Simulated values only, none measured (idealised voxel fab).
voxel capacitor over wiring: a process module
In the cross-section labelled cut, the width is 255 nm and each square cell is 5 nm.
The cross-sections in this document take the form of a grid made of square cells. They are written out as bands, in order from top to bottom. Each band consists of one or more rows of cells.
Heads up on the band format: heights come first, top then bottom, in nm. After that it's the materials left to right, each with its width in nm. A single material flagged "full width" fills the whole band edge to edge, and "empty" means there's empty space there.
Heights from 0 (as-received wafer is one material below). Bottom band endless downward, as "top 0, no bottom".
Quick explanation for "30->40": the width changes in equal steps down the rows of cells, from the first number in the band's top row to the second number in its bottom row.
A step reported as "nothing got changed" is a step in which no cell of the cross-section changed.
In the "Cavities, sealed" entry, you get each enclosed empty space of 8 cells or more, one with no open way to the top, written width x height at distance, distance from the left edge, in nm.
What comes after the settings on a step's line is commentary from the simulator itself on that step.
The "overlay nm" setting may appear on a step's line; for a step that uses a mask, it gives how far to the right of its planned position the mask lay, and a negative value indicates the left.

**The steps planned for the process are as follows**
step 1: RECEIVE,material Si
step 2: CONFORMAL_DEP,material SiO2,thk nm 10
step 3: CONFORMAL_DEP,material SiCN,thk nm 5
step 4: DIRECTIONAL_DEP,material lowk,thk nm 20
step 5: DIRECTIONAL_DEP,material aC,thk nm 10
step 6: PATTERN,tone open,mask id METAL_1,material resist,width nm 30,pitch nm 80,thk nm 25,overlay nm 0
step 7: DIRECTIONAL_ETCH,etch materials aC,depth nm 10
step 8: STRIP,etch materials resist
step 9: DIRECTIONAL_ETCH,etch materials lowk,depth nm 20
step 10: DIRECTIONAL_ETCH,etch materials SiCN,depth nm 5
step 11: STRIP,etch materials aC
step 12: CONFORMAL_DEP,material TiN,thk nm 5
step 13: FILL_DEP,material Cu,thk nm 5
step 14: CMP,height nm 35
step 15: CONFORMAL_DEP,material SiCN,thk nm 5
step 16: DIRECTIONAL_DEP,material lowk,thk nm 10
step 17: MASKED_ETCH,tone open,mask id PLUG_1,width nm 15,etch materials lowk,depth nm 10,overlay nm 0
step 18: MASKED_ETCH,tone open,mask id PLUG_1,width nm 15,etch materials SiCN,depth nm 5,overlay nm 0
step 19: EPI,material Ru,thk nm 10
step 20: EPI,material Ru,thk nm 5
step 21: DIRECTIONAL_DEP,material TiN,thk nm 10
step 22: DIRECTIONAL_DEP,material Al2O3,thk nm 5
step 23: DIRECTIONAL_DEP,material TiN,thk nm 10
step 24: PATTERN,tone cover,mask id UPPER_PLATE,material resist,width nm 55,thk nm 20,overlay nm 0
step 25: DIRECTIONAL_ETCH,etch materials TiN,depth nm 10
step 26: DIRECTIONAL_ETCH,etch materials Al2O3,depth nm 5
step 27: STRIP,etch materials resist
step 28: MASKED_ETCH,tone cover,mask id LOWER_PLATE,width nm 65,etch materials TiN,depth nm 10,overlay nm 0
step 29: FILL_DEP,material SiO2,thk nm 15
step 30: CMP,height nm 85
step 31: MASKED_ETCH,tone open,mask id PLUG_2,width nm 15,etch materials SiO2,depth nm 10,overlay nm 0
step 32: CONFORMAL_DEP,material TiN,thk nm 5
step 33: FILL_DEP,material Ru,thk nm 5
step 34: CMP,height nm 85
step 35: CONFORMAL_DEP,material SiN,thk nm 5

**This is the cross-section of the wafer as we received it, i.e. after step 1**
    top 0, no bottom | Si full width
    Cavities, sealed: none

**First of two wafers, end-of-module section, run followed plan**
    top 90, bottom 85 | SiN full width
    top 85, bottom 80 | SiO2 95 nm, TiN 5 nm, Ru 5 nm, TiN 5 nm, SiO2 145 nm
    top 80, bottom 75 | SiO2 95 nm, TiN 15 nm, SiO2 145 nm
    top 75, bottom 65 | SiO2 85 nm, TiN 55 nm, SiO2 115 nm
    top 65, bottom 60 | SiO2 85 nm, Al2O3 55 nm, SiO2 115 nm
    top 60, bottom 50 | SiO2 80 nm, TiN 65 nm, SiO2 110 nm
    top 50, bottom 40 | lowk 85 nm, Ru 15 nm, lowk 155 nm
    top 40, bottom 35 | SiCN 85 nm, Ru 15 nm, SiCN 155 nm
    top 35, bottom 15 | lowk 70 nm, TiN 5 nm, Cu 20 nm, TiN 5 nm, lowk 50 nm, TiN 5 nm, Cu 20 nm, TiN 5 nm, lowk 75 nm
    top 15, bottom 10 | SiCN 70 nm, TiN 30 nm, SiCN 50 nm, TiN 30 nm, SiCN 75 nm
    top 10, bottom 0 | SiO2 full width
    top 0, no bottom | Si full width
    Cavities, sealed: none

**This is the second of the two wafers, cross-sectioned at the end of the module; it started exactly like the first and was given the same plan, but it was run with one mistake**
    top 90, bottom 85 | SiN full width
    top 85, bottom 80 | SiO2 95 nm, TiN 5 nm, Ru 5 nm, TiN 5 nm, SiO2 145 nm
    top 80, bottom 75 | SiO2 95 nm, TiN 15 nm, SiO2 145 nm
    top 75, bottom 65 | SiO2 85 nm, TiN 55 nm, SiO2 115 nm
    top 65, bottom 60 | aC full width
    top 60, bottom 50 | TiN full width
    top 50, bottom 40 | lowk 85 nm, Ru 15 nm, lowk 155 nm
    top 40, bottom 35 | SiCN 85 nm, Ru 15 nm, SiCN 155 nm
    top 35, bottom 15 | lowk 70 nm, TiN 5 nm, Cu 20 nm, TiN 5 nm, lowk 50 nm, TiN 5 nm, Cu 20 nm, TiN 5 nm, lowk 75 nm
    top 15, bottom 10 | SiCN 70 nm, TiN 30 nm, SiCN 50 nm, TiN 30 nm, SiCN 75 nm
    top 10, bottom 0 | SiO2 full width
    top 0, no bottom | Si full width
    Cavities, sealed: none
Diagnosis: step 22 did not happen as planned, as run it was DIRECTIONAL_DEP,material aC,thk nm 5
Looking at both finished wafers in cells, the second ends up ahead of or behind the first on some materials: 11 fewer of Al2O3; 116 fewer of SiO2; 76 more of TiN; 51 more of aC
